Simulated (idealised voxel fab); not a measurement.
process module | voxel trench capacitor
Square cell edge 5 nm, section width 185 nm, ID cut.
Throughout this document, each cross-section is represented as a grid of square cells and is presented as a sequence of bands enumerated from the top downward, where a band comprises one or more rows of cells.
A band entry consists of two parts. The first gives the height of the band's top and the height of its bottom, in nm. The rest lists the band's materials from left to right, each with its width in nm. A single material labelled with the word "full width" fills the band from edge to edge, and the word "empty" marks empty space.
Note: height 0 marks the level under which the wafer is uniformly one material as received. Lowest band unbounded below, written "from 0 down".
When a width is written as two numbers, as in "30->40", the first number is the width in the top row of cells of the band and the second is the width in its bottom row, and the width changes by the same amount from each row to the next.
Where the words "changes: none" appear for a step, the cross-section shows no cell changed by that step; every cell remained as before.
The label "Non-vented voids" introduces a list of the empty spaces, 8 cells or larger, that have no open way up to the top; each entry in it reads width x height at distance, where the distance is taken from the left edge and all three are stated in nm.
Step line, after settings: the simulator's comment on this step.
overlay nm: where the mask lay relative to plan, measured to the right, on steps with a mask; negatives go left.
Layout of what follows: cross-section pairs, each bracketing one process step, the after cross-section shown only to the lowest band that changed, the step between and its settings noted under each pair. Pairs may originate in different runs of this module on the same starting wafer; a pair continues from the pair above only where its entry headed "Pre-step section" says so.
Pre-step section
> from 25 to 15 = W full width
> from 15 to 10 = TiN full width
> from 10 to 5 = 35 nm Al2O3, then 10 nm TiN, then 40 nm Al2O3, then 10 nm TiN, then 40 nm Al2O3, then 10 nm TiN, then 40 nm Al2O3
> from 5 to 0 = 30 nm SiN, then 5 nm Al2O3, then 10 nm TiN, then 5 nm Al2O3, then 30 nm SiN, then 5 nm Al2O3, then 10 nm TiN, then 5 nm Al2O3, then 30 nm SiN, then 5 nm Al2O3, then 10 nm TiN, then 5 nm Al2O3, then 35 nm SiN
> from 0 to -20 = 30 nm Si, then 5 nm Al2O3, then 10 nm TiN, then 5 nm Al2O3, then 30 nm Si, then 5 nm Al2O3, then 10 nm TiN, then 5 nm Al2O3, then 30 nm Si, then 5 nm Al2O3, then 10 nm TiN, then 5 nm Al2O3, then 35 nm Si
> from -20 to -25 = 30 nm Si, then 20 nm Al2O3, then 30 nm Si, then 20 nm Al2O3, then 30 nm Si, then 20 nm Al2O3, then 35 nm Si
> from -25 down = Si full width
> Non-vented voids: none
Post-Process Section
> from 5 to 0 = 30 nm SiN, then 5 nm Al2O3, then 10 nm TiN, then 5 nm Al2O3, then 30 nm SiN, then 5 nm Al2O3, then 10 nm TiN, then 5 nm Al2O3, then 30 nm SiN, then 5 nm Al2O3, then 10 nm TiN, then 5 nm Al2O3, then 35 nm SiN
> No changes below 0.
> Non-vented voids: none
The before and after cross-sections above differ by one step: CMP: height nm 5
Pre-step section
> from 5 to 0 = SiN full width
> from 0 down = Si full width
> Non-vented voids: none
Post-Process Section
> from 25 to 5 = 15 nm resist, then 30 nm empty, then 20 nm resist, then 30 nm empty, then 20 nm resist, then 30 nm empty, then 40 nm resist
> No changes below 5.
> Non-vented voids: none
The before and after cross-sections above differ by one step: PATTERN: tone open, mask id TRENCH, material resist, width nm 30, pitch nm 50, thk nm 20, overlay nm -10
Pre-step section: It is represented by the cross-section appearing after the step of the pair directly above.
Post-Process Section
> from 25 to 5 = 15 nm resist, then 30 nm empty, then 20 nm resist, then 30 nm empty, then 20 nm resist, then 30 nm empty, then 40 nm resist
> from 5 to 0 = 15 nm SiN, then 30 nm empty, then 20 nm SiN, then 30 nm empty, then 20 nm SiN, then 30 nm empty, then 40 nm SiN
> No changes below 0.
> Non-vented voids: none
The before and after cross-sections above differ by one step: DIRECTIONAL_ETCH: etch materials SiN, depth nm 5
Pre-step section: It is represented by the cross-section appearing after the step of the pair directly above.
Post-Process Section
> from 25 to 5 = 15 nm resist, then 30 nm empty, then 20 nm resist, then 30 nm empty, then 20 nm resist, then 30 nm empty, then 40 nm resist
> from 5 to 0 = 15 nm SiN, then 30 nm empty, then 20 nm SiN, then 30 nm empty, then 20 nm SiN, then 30 nm empty, then 40 nm SiN
> from 0 to -25 = 15 nm Si, then 30 nm empty, then 20 nm Si, then 30 nm empty, then 20 nm Si, then 30 nm empty, then 40 nm Si
> No changes below -25.
> Non-vented voids: none
The before and after cross-sections above differ by one step: DIRECTIONAL_ETCH: etch materials Si, depth nm 25
Pre-step section: It is represented by the cross-section appearing after the step of the pair directly above.
Post-Process Section
> from 5 to 0 = 15 nm SiN, then 30 nm empty, then 20 nm SiN, then 30 nm empty, then 20 nm SiN, then 30 nm empty, then 40 nm SiN
> No changes below 0.
> Non-vented voids: none
The before and after cross-sections above differ by one step: STRIP: etch materials resist
Pre-step section: It is represented by the cross-section appearing after the step of the pair directly above.
Post-Process Section
> from 10 to 5 = 20 nm Al2O3, then 20 nm empty, then 30 nm Al2O3, then 20 nm empty, then 30 nm Al2O3, then 20 nm empty, then 45 nm Al2O3
> from 5 to 0 = 15 nm SiN, then 5 nm Al2O3, then 20 nm empty, then 5 nm Al2O3, then 20 nm SiN, then 5 nm Al2O3, then 20 nm empty, then 5 nm Al2O3, then 20 nm SiN, then 5 nm Al2O3, then 20 nm empty, then 5 nm Al2O3, then 40 nm SiN
> from 0 to -20 = 15 nm Si, then 5 nm Al2O3, then 20 nm empty, then 5 nm Al2O3, then 20 nm Si, then 5 nm Al2O3, then 20 nm empty, then 5 nm Al2O3, then 20 nm Si, then 5 nm Al2O3, then 20 nm empty, then 5 nm Al2O3, then 40 nm Si
> from -20 to -25 = 15 nm Si, then 30 nm Al2O3, then 20 nm Si, then 30 nm Al2O3, then 20 nm Si, then 30 nm Al2O3, then 40 nm Si
> No changes below -25.
> Non-vented voids: none
The before and after cross-sections above differ by one step: CONFORMAL_DEP: material Al2O3, thk nm 5
Pre-step section: It is represented by the cross-section appearing after the step of the pair directly above.
Post-Process Section
> from 15 to 10 = 25 nm TiN, then 10 nm empty, then 40 nm TiN, then 10 nm empty, then 40 nm TiN, then 10 nm empty, then 50 nm TiN
> from 10 to 5 = 20 nm Al2O3, then 5 nm TiN, then 10 nm empty, then 5 nm TiN, then 30 nm Al2O3, then 5 nm TiN, then 10 nm empty, then 5 nm TiN, then 30 nm Al2O3, then 5 nm TiN, then 10 nm empty, then 5 nm TiN, then 45 nm Al2O3
> from 5 to 0 = 15 nm SiN, then 5 nm Al2O3, then 5 nm TiN, then 10 nm empty, then 5 nm TiN, then 5 nm Al2O3, then 20 nm SiN, then 5 nm Al2O3, then 5 nm TiN, then 10 nm empty, then 5 nm TiN, then 5 nm Al2O3, then 20 nm SiN, then 5 nm Al2O3, then 5 nm TiN, then 10 nm empty, then 5 nm TiN, then 5 nm Al2O3, then 40 nm SiN
> from 0 to -15 = 15 nm Si, then 5 nm Al2O3, then 5 nm TiN, then 10 nm empty, then 5 nm TiN, then 5 nm Al2O3, then 20 nm Si, then 5 nm Al2O3, then 5 nm TiN, then 10 nm empty, then 5 nm TiN, then 5 nm Al2O3, then 20 nm Si, then 5 nm Al2O3, then 5 nm TiN, then 10 nm empty, then 5 nm TiN, then 5 nm Al2O3, then 40 nm Si
> from -15 to -20 = 15 nm Si, then 5 nm Al2O3, then 20 nm TiN, then 5 nm Al2O3, then 20 nm Si, then 5 nm Al2O3, then 20 nm TiN, then 5 nm Al2O3, then 20 nm Si, then 5 nm Al2O3, then 20 nm TiN, then 5 nm Al2O3, then 40 nm Si
> No changes below -20.
> Non-vented voids: none
The before and after cross-sections above differ by one step: CONFORMAL_DEP: material TiN, thk nm 5
Pre-step section: It is represented by the cross-section appearing after the step of the pair directly above.
Post-Process Section
> from 25 to 15 = W full width
> from 15 to 10 = 25 nm TiN, then 10 nm W, then 40 nm TiN, then 10 nm W, then 40 nm TiN, then 10 nm W, then 50 nm TiN
> from 10 to 5 = 20 nm Al2O3, then 5 nm TiN, then 10 nm W, then 5 nm TiN, then 30 nm Al2O3, then 5 nm TiN, then 10 nm W, then 5 nm TiN, then 30 nm Al2O3, then 5 nm TiN, then 10 nm W, then 5 nm TiN, then 45 nm Al2O3
> from 5 to 0 = 15 nm SiN, then 5 nm Al2O3, then 5 nm TiN, then 10 nm W, then 5 nm TiN, then 5 nm Al2O3, then 20 nm SiN, then 5 nm Al2O3, then 5 nm TiN, then 10 nm W, then 5 nm TiN, then 5 nm Al2O3, then 20 nm SiN, then 5 nm Al2O3, then 5 nm TiN, then 10 nm W, then 5 nm TiN, then 5 nm Al2O3, then 40 nm SiN
> from 0 to -15 = 15 nm Si, then 5 nm Al2O3, then 5 nm TiN, then 10 nm W, then 5 nm TiN, then 5 nm Al2O3, then 20 nm Si, then 5 nm Al2O3, then 5 nm TiN, then 10 nm W, then 5 nm TiN, then 5 nm Al2O3, then 20 nm Si, then 5 nm Al2O3, then 5 nm TiN, then 10 nm W, then 5 nm TiN, then 5 nm Al2O3, then 40 nm Si
> No changes below -15.
> Non-vented voids: none
The before and after cross-sections above differ by one step: FILL_DEP: material W, thk nm 10
Pre-step section: It is represented by the cross-section appearing after the step of the pair directly above.
Post-Process Section
> from 5 to 0 = 15 nm SiN, then 5 nm Al2O3, then 5 nm TiN, then 10 nm W, then 5 nm TiN, then 5 nm Al2O3, then 20 nm SiN, then 5 nm Al2O3, then 5 nm TiN, then 10 nm W, then 5 nm TiN, then 5 nm Al2O3, then 20 nm SiN, then 5 nm Al2O3, then 5 nm TiN, then 10 nm W, then 5 nm TiN, then 5 nm Al2O3, then 40 nm SiN
> No changes below 0.
> Non-vented voids: none
The before and after cross-sections above differ by one step: CMP: height nm 5
Pre-step section
> from 10 to 5 = 30 nm Al2O3, then 20 nm empty, then 30 nm Al2O3, then 20 nm empty, then 30 nm Al2O3, then 20 nm empty, then 35 nm Al2O3
> from 5 to 0 = 25 nm SiN, then 5 nm Al2O3, then 20 nm empty, then 5 nm Al2O3, then 20 nm SiN, then 5 nm Al2O3, then 20 nm empty, then 5 nm Al2O3, then 20 nm SiN, then 5 nm Al2O3, then 20 nm empty, then 5 nm Al2O3, then 30 nm SiN
> from 0 to -20 = 25 nm Si, then 5 nm Al2O3, then 20 nm empty, then 5 nm Al2O3, then 20 nm Si, then 5 nm Al2O3, then 20 nm empty, then 5 nm Al2O3, then 20 nm Si, then 5 nm Al2O3, then 20 nm empty, then 5 nm Al2O3, then 30 nm Si
> from -20 to -25 = 25 nm Si, then 30 nm Al2O3, then 20 nm Si, then 30 nm Al2O3, then 20 nm Si, then 30 nm Al2O3, then 30 nm Si
> from -25 down = Si full width
> Non-vented voids: none
Post-Process Section
> from 15 to 10 = 35 nm SiN, then 10 nm empty, then 40 nm SiN, then 10 nm empty, then 40 nm SiN, then 10 nm empty, then 40 nm SiN
> from 10 to 5 = 30 nm Al2O3, then 5 nm SiN, then 10 nm empty, then 5 nm SiN, then 30 nm Al2O3, then 5 nm SiN, then 10 nm empty, then 5 nm SiN, then 30 nm Al2O3, then 5 nm SiN, then 10 nm empty, then 5 nm SiN, then 35 nm Al2O3
> from 5 to 0 = 25 nm SiN, then 5 nm Al2O3, then 5 nm SiN, then 10 nm empty, then 5 nm SiN, then 5 nm Al2O3, then 20 nm SiN, then 5 nm Al2O3, then 5 nm SiN, then 10 nm empty, then 5 nm SiN, then 5 nm Al2O3, then 20 nm SiN, then 5 nm Al2O3, then 5 nm SiN, then 10 nm empty, then 5 nm SiN, then 5 nm Al2O3, then 30 nm SiN
> from 0 to -15 = 25 nm Si, then 5 nm Al2O3, then 5 nm SiN, then 10 nm empty, then 5 nm SiN, then 5 nm Al2O3, then 20 nm Si, then 5 nm Al2O3, then 5 nm SiN, then 10 nm empty, then 5 nm SiN, then 5 nm Al2O3, then 20 nm Si, then 5 nm Al2O3, then 5 nm SiN, then 10 nm empty, then 5 nm SiN, then 5 nm Al2O3, then 30 nm Si
> from -15 to -20 = 25 nm Si, then 5 nm Al2O3, then 20 nm SiN, then 5 nm Al2O3, then 20 nm Si, then 5 nm Al2O3, then 20 nm SiN, then 5 nm Al2O3, then 20 nm Si, then 5 nm Al2O3, then 20 nm SiN, then 5 nm Al2O3, then 30 nm Si
> No changes below -20.
> Non-vented voids: none
The before and after cross-sections above differ by one step: CONFORMAL_DEP: material SiN, thk nm 5
Pre-step section: It is represented by the cross-section appearing after the step of the pair directly above.
Post-Process Section
> from 25 to 15 = W full width
> from 15 to 10 = 35 nm SiN, then 10 nm W, then 40 nm SiN, then 10 nm W, then 40 nm SiN, then 10 nm W, then 40 nm SiN
> from 10 to 5 = 30 nm Al2O3, then 5 nm SiN, then 10 nm W, then 5 nm SiN, then 30 nm Al2O3, then 5 nm SiN, then 10 nm W, then 5 nm SiN, then 30 nm Al2O3, then 5 nm SiN, then 10 nm W, then 5 nm SiN, then 35 nm Al2O3
> from 5 to 0 = 25 nm SiN, then 5 nm Al2O3, then 5 nm SiN, then 10 nm W, then 5 nm SiN, then 5 nm Al2O3, then 20 nm SiN, then 5 nm Al2O3, then 5 nm SiN, then 10 nm W, then 5 nm SiN, then 5 nm Al2O3, then 20 nm SiN, then 5 nm Al2O3, then 5 nm SiN, then 10 nm W, then 5 nm SiN, then 5 nm Al2O3, then 30 nm SiN
> from 0 to -15 = 25 nm Si, then 5 nm Al2O3, then 5 nm SiN, then 10 nm W, then 5 nm SiN, then 5 nm Al2O3, then 20 nm Si, then 5 nm Al2O3, then 5 nm SiN, then 10 nm W, then 5 nm SiN, then 5 nm Al2O3, then 20 nm Si, then 5 nm Al2O3, then 5 nm SiN, then 10 nm W, then 5 nm SiN, then 5 nm Al2O3, then 30 nm Si
> No changes below -15.
> Non-vented voids: none
The before and after cross-sections above differ by one step: FILL_DEP: material W, thk nm 10
Pre-step section: It is represented by the cross-section appearing after the step of the pair directly above.
Post-Process Section
> from 5 to 0 = 25 nm SiN, then 5 nm Al2O3, then 5 nm SiN, then 10 nm W, then 5 nm SiN, then 5 nm Al2O3, then 20 nm SiN, then 5 nm Al2O3, then 5 nm SiN, then 10 nm W, then 5 nm SiN, then 5 nm Al2O3, then 20 nm SiN, then 5 nm Al2O3, then 5 nm SiN, then 10 nm W, then 5 nm SiN, then 5 nm Al2O3, then 30 nm SiN
> No changes below 0.
> Non-vented voids: none
The before and after cross-sections above differ by one step: CMP: height nm 5
Pre-step section
> from 5 to 0 = SiN full width
> from 0 down = Si full width
> Non-vented voids: none
Post-Process Section
> from 25 to 5 = 25 nm empty, then 30 nm resist, then 20 nm empty, then 30 nm resist, then 20 nm empty, then 30 nm resist, then 30 nm empty
> No changes below 5.
> Non-vented voids: none
The before and after cross-sections above differ by one step: PATTERN: tone cover, mask id TRENCH, material resist, width nm 30, pitch nm 50, thk nm 20, overlay nm 0
Pre-step section: It is represented by the cross-section appearing after the step of the pair directly above.
Post-Process Section
> from 25 to 5 = 25 nm empty, then 30 nm resist, then 20 nm empty, then 30 nm resist, then 20 nm empty, then 30 nm resist, then 30 nm empty
> from 5 to 0 = 25 nm empty, then 30 nm SiN, then 20 nm empty, then 30 nm SiN, then 20 nm empty, then 30 nm SiN, then 30 nm empty
> No changes below 0.
> Non-vented voids: none
The before and after cross-sections above differ by one step: DIRECTIONAL_ETCH: etch materials SiN, depth nm 5
Pre-step section: It is represented by the cross-section appearing after the step of the pair directly above.
Post-Process Section
> from 25 to 5 = 25 nm empty, then 30 nm resist, then 20 nm empty, then 30 nm resist, then 20 nm empty, then 30 nm resist, then 30 nm empty
> from 5 to 0 = 25 nm empty, then 30 nm SiN, then 20 nm empty, then 30 nm SiN, then 20 nm empty, then 30 nm SiN, then 30 nm empty
> from 0 to -25 = 25 nm empty, then 30 nm Si, then 20 nm empty, then 30 nm Si, then 20 nm empty, then 30 nm Si, then 30 nm empty
> No changes below -25.
> Non-vented voids: none
The before and after cross-sections above differ by one step: DIRECTIONAL_ETCH: etch materials Si, depth nm 25
Pre-step section: It is represented by the cross-section appearing after the step of the pair directly above.
Post-Process Section
> from 5 to 0 = 25 nm empty, then 30 nm SiN, then 20 nm empty, then 30 nm SiN, then 20 nm empty, then 30 nm SiN, then 30 nm empty
> No changes below 0.
> Non-vented voids: none
The before and after cross-sections above differ by one step: STRIP: etch materials resist
Pre-step section: It is represented by the cross-section appearing after the step of the pair directly above.
Post-Process Section
> from 10 to 5 = 20 nm empty, then 40 nm Al2O3, then 10 nm empty, then 40 nm Al2O3, then 10 nm empty, then 40 nm Al2O3, then 25 nm empty
> from 5 to 0 = 20 nm empty, then 5 nm Al2O3, then 30 nm SiN, then 5 nm Al2O3, then 10 nm empty, then 5 nm Al2O3, then 30 nm SiN, then 5 nm Al2O3, then 10 nm empty, then 5 nm Al2O3, then 30 nm SiN, then 5 nm Al2O3, then 25 nm empty
> from 0 to -20 = 20 nm empty, then 5 nm Al2O3, then 30 nm Si, then 5 nm Al2O3, then 10 nm empty, then 5 nm Al2O3, then 30 nm Si, then 5 nm Al2O3, then 10 nm empty, then 5 nm Al2O3, then 30 nm Si, then 5 nm Al2O3, then 25 nm empty
> from -20 to -25 = 25 nm Al2O3, then 30 nm Si, then 20 nm Al2O3, then 30 nm Si, then 20 nm Al2O3, then 30 nm Si, then 30 nm Al2O3
> No changes below -25.
> Non-vented voids: none
The before and after cross-sections above differ by one step: CONFORMAL_DEP: material Al2O3, thk nm 5
Pre-step section: It is represented by the cross-section appearing after the step of the pair directly above.
Post-Process Section
> from 15 to 10 = 15 nm empty, then 150 nm TiN, then 20 nm empty
> from 10 to 5 = 15 nm empty, then 5 nm TiN, then 40 nm Al2O3, then 10 nm TiN, then 40 nm Al2O3, then 10 nm TiN, then 40 nm Al2O3, then 5 nm TiN, then 20 nm empty
> from 5 to 0 = 15 nm empty, then 5 nm TiN, then 5 nm Al2O3, then 30 nm SiN, then 5 nm Al2O3, then 10 nm TiN, then 5 nm Al2O3, then 30 nm SiN, then 5 nm Al2O3, then 10 nm TiN, then 5 nm Al2O3, then 30 nm SiN, then 5 nm Al2O3, then 5 nm TiN, then 20 nm empty
> from 0 to -15 = 15 nm empty, then 5 nm TiN, then 5 nm Al2O3, then 30 nm Si, then 5 nm Al2O3, then 10 nm TiN, then 5 nm Al2O3, then 30 nm Si, then 5 nm Al2O3, then 10 nm TiN, then 5 nm Al2O3, then 30 nm Si, then 5 nm Al2O3, then 5 nm TiN, then 20 nm empty
> from -15 to -20 = 20 nm TiN, then 5 nm Al2O3, then 30 nm Si, then 5 nm Al2O3, then 10 nm TiN, then 5 nm Al2O3, then 30 nm Si, then 5 nm Al2O3, then 10 nm TiN, then 5 nm Al2O3, then 30 nm Si, then 5 nm Al2O3, then 25 nm TiN
> No changes below -20.
> Non-vented voids: none
The before and after cross-sections above differ by one step: CONFORMAL_DEP: material TiN, thk nm 5
Pre-step section: It is represented by the cross-section appearing after the step of the pair directly above.
Post-Process Section
> from 25 to 15 = W full width
> from 15 to 10 = 15 nm W, then 150 nm TiN, then 20 nm W
> from 10 to 5 = 15 nm W, then 5 nm TiN, then 40 nm Al2O3, then 10 nm TiN, then 40 nm Al2O3, then 10 nm TiN, then 40 nm Al2O3, then 5 nm TiN, then 20 nm W
> from 5 to 0 = 15 nm W, then 5 nm TiN, then 5 nm Al2O3, then 30 nm SiN, then 5 nm Al2O3, then 10 nm TiN, then 5 nm Al2O3, then 30 nm SiN, then 5 nm Al2O3, then 10 nm TiN, then 5 nm Al2O3, then 30 nm SiN, then 5 nm Al2O3, then 5 nm TiN, then 20 nm W
> from 0 to -15 = 15 nm W, then 5 nm TiN, then 5 nm Al2O3, then 30 nm Si, then 5 nm Al2O3, then 10 nm TiN, then 5 nm Al2O3, then 30 nm Si, then 5 nm Al2O3, then 10 nm TiN, then 5 nm Al2O3, then 30 nm Si, then 5 nm Al2O3, then 5 nm TiN, then 20 nm W
> No changes below -15.
> Non-vented voids: none
The before and after cross-sections above differ by one step: FILL_DEP: material W, thk nm 10
Pre-step section: It is represented by the cross-section appearing after the step of the pair directly above.
Post-Process Section
> from 5 to 0 = 15 nm W, then 5 nm TiN, then 5 nm Al2O3, then 30 nm SiN, then 5 nm Al2O3, then 10 nm TiN, then 5 nm Al2O3, then 30 nm SiN, then 5 nm Al2O3, then 10 nm TiN, then 5 nm Al2O3, then 30 nm SiN, then 5 nm Al2O3, then 5 nm TiN, then 20 nm W
> No changes below 0.
> Non-vented voids: none
The before and after cross-sections above differ by one step: CMP: height nm 5
